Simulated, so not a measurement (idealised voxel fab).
process module | voxel ribs on slabs
cross-section cut | 290 nm wide | cells 5 nm
A cross-section is a grid of square cells, given in bands from the top down. A band is one or more rows of cells.
Each band's line starts with the height of the band's top and of its bottom, in nm. Then come its materials from left to right, each with its width in nm. One material with "throughout" fills the band from edge to edge. "air" is empty space.
Height 0 is the level under which the wafer as received is all one material. The lowest band goes on downwards, as in "0 down".
A width such as "30 to 40" changes by the same amount from each row of cells to the next, from the band's top row to its bottom row.
"no change" after a step means that no cell of the cross-section changed.
closed voids: empty space of 8 cells or more with no open way to the top, each as width x height at its distance from the left edge, in nm
after a step's settings: what the simulator itself notes on the step
overlay nm, on a step with a mask: how far to the right of its planned place the mask lay; to the left if negative
plan
1 op RECEIVE | material Si
2 op DIRECTIONAL_DEP | material SiO2 | thk nm 25
3 op DIRECTIONAL_DEP | material SiN | thk nm 20
4 op DIRECTIONAL_DEP | material aC | thk nm 10
5 op PATTERN | tone cover | mask id RIB | material resist | width nm 30 | thk nm 30 | overlay nm 0
6 op DIRECTIONAL_ETCH | etch materials aC | depth nm 10
7 op STRIP | etch materials resist
8 op DIRECTIONAL_ETCH | etch materials SiN | depth nm 5
9 op STRIP | etch materials aC
10 op PATTERN | tone cover | mask id SLAB | material resist | width nm 90 | thk nm 15 | overlay nm 0
11 op DIRECTIONAL_ETCH | etch materials SiN | depth nm 15
12 op STRIP | etch materials resist
13 op FILL_DEP | material SiO2 | thk nm 20
14 op CMP | height nm 60
15 op DIRECTIONAL_DEP | material TiN | thk nm 10
16 op DIRECTIONAL_DEP | material aC | thk nm 10
17 op PATTERN | tone cover | mask id HEATER | material resist | width nm 40 | thk nm 25 | overlay nm 0
18 op DIRECTIONAL_ETCH | etch materials aC | depth nm 10
19 op STRIP | etch materials resist
20 op DIRECTIONAL_ETCH | etch materials TiN | depth nm 10
21 op STRIP | etch materials aC
22 op CONFORMAL_DEP | material SiN | thk nm 5
first wafer, as planned
as received, after step 1
  0 down: Si throughout
  closed voids: none
after step 2
  25 to 0: SiO2 throughout
  below 0: unchanged
after step 3
  45 to 25: SiN throughout
  below 25: unchanged
after step 4
  55 to 45: aC throughout
  below 45: unchanged
after step 5
  85 to 55: air 130 | resist 30 | air 130
  below 55: unchanged
after step 6
  75 to 55: air 130 | resist 30 | air 130
  55 to 45: air 130 | aC 30 | air 130
  below 45: unchanged
after step 7
  55 to 45: air 130 | aC 30 | air 130
  below 45: unchanged
after step 8
  55 to 45: air 130 | aC 30 | air 130
  45 to 40: air 130 | SiN 30 | air 130
  below 40: unchanged
after step 9
  45 to 40: air 130 | SiN 30 | air 130
  below 40: unchanged
after step 10
  60 to 45: air 100 | resist 90 | air 100
  45 to 40: air 100 | resist 30 | SiN 30 | resist 30 | air 100
  below 40: unchanged
after step 11
  60 to 45: air 100 | resist 90 | air 100
  45 to 40: air 100 | resist 30 | SiN 30 | resist 30 | air 100
  40 to 25: air 100 | SiN 90 | air 100
  below 25: unchanged
after step 12
  45 to 40: air 130 | SiN 30 | air 130
  below 40: unchanged
after step 13
  65 to 45: SiO2 throughout
  45 to 40: SiO2 130 | SiN 30 | SiO2 130
  40 to 25: SiO2 100 | SiN 90 | SiO2 100
  below 25: unchanged
after step 14
  60 to 45: SiO2 throughout
  below 45: unchanged
after step 15
  70 to 60: TiN throughout
  below 60: unchanged
after step 16
  80 to 70: aC throughout
  below 70: unchanged
after step 17
  105 to 80: air 125 | resist 40 | air 125
  below 80: unchanged
after step 18
  95 to 80: air 125 | resist 40 | air 125
  80 to 70: air 125 | aC 40 | air 125
  below 70: unchanged
after step 19
  80 to 70: air 125 | aC 40 | air 125
  below 70: unchanged
after step 20
  80 to 70: air 125 | aC 40 | air 125
  70 to 60: air 125 | TiN 40 | air 125
  below 60: unchanged
after step 21
  70 to 60: air 125 | TiN 40 | air 125
  below 60: unchanged
after step 22
  75 to 70: air 120 | SiN 50 | air 120
  70 to 65: air 120 | SiN 5 | TiN 40 | SiN 5 | air 120
  65 to 60: SiN 125 | TiN 40 | SiN 125
  below 60: unchanged
second wafer: like start, like plan, one mistake. Through step 14 it matches the first wafer
when step 15 should have ended
  75 to 60: TiN throughout
  below 60: unchanged
when step 16 should have ended
  85 to 75: aC throughout
  below 75: unchanged
when step 17 should have ended
  110 to 85: air 125 | resist 40 | air 125
  below 85: unchanged
when step 18 should have ended
  100 to 85: air 125 | resist 40 | air 125
  85 to 75: air 125 | aC 40 | air 125
  below 75: unchanged
when step 19 should have ended
  85 to 75: air 125 | aC 40 | air 125
  below 75: unchanged
when step 20 should have ended
  85 to 75: air 125 | aC 40 | air 125
  75 to 65: air 125 | TiN 40 | air 125
  below 65: unchanged
when step 21 should have ended
  75 to 65: air 125 | TiN 40 | air 125
  below 65: unchanged
when step 22 should have ended
  80 to 75: air 120 | SiN 50 | air 120
  75 to 70: air 120 | SiN 5 | TiN 40 | SiN 5 | air 120
  70 to 65: SiN 125 | TiN 40 | SiN 125
  below 65: unchanged
what went wrong: step 15 ran as: op DIRECTIONAL_DEP | material TiN | thk nm 15
at the end the second wafer has, in cells: 58 more of TiN
